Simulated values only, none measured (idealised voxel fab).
process module | voxel spacer lines
cross-section cut | 280 nm wide | cells 5 nm
A cross-section is a grid of square cells, given in bands from the top down. A band is one or more rows of cells.
Each band's line starts with the height of the band's top and of its bottom, in nm. Then come its materials from left to right, each with its width in nm. One material with "throughout" fills the band from edge to edge. "air" is empty space.
Height 0 is the level under which the wafer as received is all one material. The lowest band goes on downwards, as in "0 down".
A width such as "30 to 40" changes by the same amount from each row of cells to the next, from the band's top row to its bottom row.
"no change" after a step means that no cell of the cross-section changed.
closed voids: empty space of 8 cells or more with no open way to the top, each as width x height at its distance from the left edge, in nm
after a step's settings: what the simulator itself notes on the step
overlay nm, on a step with a mask: how far to the right of its planned place the mask lay; to the left if negative
plan
1 op RECEIVE | material Si
2 op CONFORMAL_DEP | material Al2O3 | thk nm 10
3 op DIRECTIONAL_DEP | material W | thk nm 10
4 op DIRECTIONAL_DEP | material polySi | thk nm 20
5 op PATTERN | tone cover | mask id MANDREL | material resist | width nm 15 | pitch nm 50 | thk nm 25 | overlay nm 0
6 op DIRECTIONAL_ETCH | etch materials polySi | depth nm 20
7 op STRIP | etch materials resist
8 op CONFORMAL_DEP | material SiO2 | thk nm 10
9 op DIRECTIONAL_ETCH | etch materials SiO2 | depth nm 10
10 op STRIP | etch materials polySi
11 op DIRECTIONAL_ETCH | etch materials W | depth nm 10
12 op STRIP | etch materials SiO2
13 op FILL_DEP | material lowk | thk nm 5
14 op CMP | height nm 20
as received, after step 1
  0 down: Si throughout
  closed voids: none
a wafer at the end: this start, this plan, one mistake
  20 to 10: lowk 100 | W 10 | lowk 15 | W 10 | lowk 15 | W 10 | lowk 15 | W 10 | lowk 95
  10 to 0: Al2O3 throughout
  0 down: Si throughout
  closed voids: none
what went wrong: step 5 ran as: op PATTERN | tone cover | mask id MANDREL | material resist | width nm 15 | pitch nm 50 | thk nm 25 | overlay nm 5
